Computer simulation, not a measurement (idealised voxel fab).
process module | voxel transistor to metal
cross-section cut | 165 nm wide | cells 5 nm
A cross-section is a grid of square cells, given in bands from the top down. A band is one or more rows of cells.
Each band's line starts with the height of the band's top and of its bottom, in nm. Then come its materials from left to right, each with its width in nm. One material with "throughout" fills the band from edge to edge. "air" is empty space.
Height 0 is the level under which the wafer as received is all one material. The lowest band goes on downwards, as in "0 down".
A width such as "30 to 40" changes by the same amount from each row of cells to the next, from the band's top row to its bottom row.
"no change" after a step means that no cell of the cross-section changed.
closed voids: empty space of 8 cells or more with no open way to the top, each as width x height at its distance from the left edge, in nm
after a step's settings: what the simulator itself notes on the step
overlay nm, on a step with a mask: how far to the right of its planned place the mask lay; to the left if negative
plan
1 op RECEIVE | material Si
2 op OXIDIZE | depth nm 5
3 op CONFORMAL_DEP | material SiN | thk nm 15
4 op MASKED_ETCH | tone cover | mask id ACTIVE | width nm 105 | etch materials SiN | depth nm 15 | overlay nm 0
5 op MASKED_ETCH | tone cover | mask id ACTIVE | width nm 105 | etch materials SiO2 | depth nm 5 | overlay nm 0
6 op MASKED_ETCH | tone cover | mask id ACTIVE | width nm 105 | etch materials Si | depth nm 35 | overlay nm 0
7 op FILL_DEP | material SiO2 | thk nm 10
8 op CMP | height nm 15
9 op SELECTIVE_ETCH | etch materials SiO2 | depth nm 15
10 op STRIP | etch materials SiN
11 op SELECTIVE_ETCH | etch materials SiO2 | depth nm 5
12 op OXIDIZE | depth nm 5
13 op DIRECTIONAL_DEP | material polySi | thk nm 20
14 op DIRECTIONAL_DEP | material SiCN | thk nm 15
15 op PATTERN | tone cover | mask id GATE | material resist | width nm 15 | thk nm 15 | overlay nm 0
16 op DIRECTIONAL_ETCH | etch materials SiCN | depth nm 25
17 op DIRECTIONAL_ETCH | etch materials polySi | depth nm 30
18 op STRIP | etch materials resist
19 op CONFORMAL_DEP | material SiN | thk nm 5
20 op DIRECTIONAL_ETCH | etch materials SiN | depth nm 5
21 op DIRECTIONAL_ETCH | etch materials SiO2 | depth nm 5
22 op DIRECTIONAL_ETCH | etch materials Si | depth nm 15
23 op EPI | material SiGe | thk nm 15
24 op FILL_DEP | material SiO2 | thk nm 5
25 op CMP | height nm 30
26 op DIRECTIONAL_DEP | material SiO2 | thk nm 10
27 op DIRECTIONAL_DEP | material aC | thk nm 10
28 op PATTERN | tone open | mask id CONTACT | material resist | width nm 20 | pitch nm 75 | thk nm 25 | overlay nm 0
29 op DIRECTIONAL_ETCH | etch materials aC | depth nm 10
30 op STRIP | etch materials resist
31 op DIRECTIONAL_ETCH | etch materials SiO2 | depth nm 50
32 op STRIP | etch materials aC
33 op CONFORMAL_DEP | material TiN | thk nm 5
34 op FILL_DEP | material Ru | thk nm 5
35 op CMP | height nm 40
36 op DIRECTIONAL_DEP | material TiN | thk nm 5
37 op DIRECTIONAL_DEP | material Ru | thk nm 25
38 op PATTERN | tone cover | mask id METAL_1 | material resist | width nm 20 | pitch nm 75 | thk nm 15 | overlay nm 0
39 op DIRECTIONAL_ETCH | etch materials Ru | depth nm 25
40 op DIRECTIONAL_ETCH | etch materials TiN | depth nm 5
41 op STRIP | etch materials resist
42 op CONFORMAL_DEP | material SiCN | thk nm 5
43 op FILL_DEP | material SiO2 | thk nm 10
44 op CMP | height nm 70
45 op CONFORMAL_DEP | material SiN | thk nm 5
as received, after step 1
  0 down: Si throughout
  closed voids: none
first wafer at the end, as planned
  75 to 70: SiN throughout
  70 to 45: SiO2 30 | SiCN 5 | Ru 20 | SiCN 5 | SiO2 45 | SiCN 5 | Ru 20 | SiCN 5 | SiO2 30
  45 to 40: SiCN 35 | TiN 20 | SiCN 55 | TiN 20 | SiCN 35
  40 to 30: SiO2 35 | TiN 5 | Ru 10 | TiN 5 | SiO2 55 | TiN 5 | Ru 10 | TiN 5 | SiO2 35
  30 to 15: SiO2 35 | TiN 5 | Ru 10 | TiN 5 | SiO2 15 | SiN 5 | SiCN 15 | SiN 5 | SiO2 15 | TiN 5 | Ru 10 | TiN 5 | SiO2 35
  15 to 5: SiO2 35 | TiN 5 | Ru 10 | TiN 5 | SiO2 15 | SiN 5 | polySi 15 | SiN 5 | SiO2 15 | TiN 5 | Ru 10 | TiN 5 | SiO2 35
  5 to -5: SiO2 35 | TiN 5 | Ru 10 | TiN 5 | SiGe 15 | SiN 5 | polySi 15 | SiN 5 | SiGe 15 | TiN 5 | Ru 10 | TiN 5 | SiO2 35
  -5 to -10: SiO2 35 | TiN 20 | SiGe 15 | SiO2 25 | SiGe 15 | TiN 20 | SiO2 35
  -10 to -25: SiO2 30 | SiGe 40 | Si 25 | SiGe 40 | SiO2 30
  -25 to -40: SiO2 30 | Si 105 | SiO2 30
  -40 down: Si throughout
  closed voids: none
second wafer at the end: like start, like plan, one mistake
  75 to 70: SiN throughout
  70 to 45: SiO2 30 | SiCN 5 | Ru 20 | SiCN 5 | SiO2 45 | SiCN 5 | Ru 20 | SiCN 5 | SiO2 30
  45 to 40: SiCN 35 | TiN 20 | SiCN 55 | TiN 20 | SiCN 35
  40 to 30: SiO2 35 | TiN 5 | Ru 10 | TiN 5 | SiO2 55 | TiN 5 | Ru 10 | TiN 5 | SiO2 35
  30 to 25: SiO2 35 | TiN 5 | Ru 10 | TiN 5 | SiO2 15 | SiN 5 | SiCN 15 | SiN 5 | SiO2 15 | TiN 5 | Ru 10 | TiN 5 | SiO2 35
  25 to 20: SiO2 35 | TiN 20 | SiO2 15 | SiN 5 | SiCN 15 | SiN 5 | SiO2 15 | TiN 20 | SiO2 35
  20 to 15: SiO2 35 | TiN 5 | SiGe 30 | SiN 5 | SiCN 15 | SiN 5 | SiGe 30 | TiN 5 | SiO2 35
  15 to 5: SiO2 35 | TiN 5 | SiGe 30 | SiN 5 | polySi 15 | SiN 5 | SiGe 30 | TiN 5 | SiO2 35
  5 to -5: SiO2 15 | SiGe 55 | SiN 5 | polySi 15 | SiN 5 | SiGe 55 | SiO2 15
  -5 to -10: SiO2 15 | SiGe 55 | SiO2 25 | SiGe 55 | SiO2 15
  -10 to -25: SiO2 30 | SiGe 40 | Si 25 | SiGe 40 | SiO2 30
  -25 to -40: SiO2 30 | Si 105 | SiO2 30
  -40 down: Si throughout
  closed voids: none
what went wrong: step 23 was run twice
at the end the second wafer has, in cells: 24 fewer of Ru | 84 more of SiGe | 42 fewer of SiO2 | 18 fewer of TiN
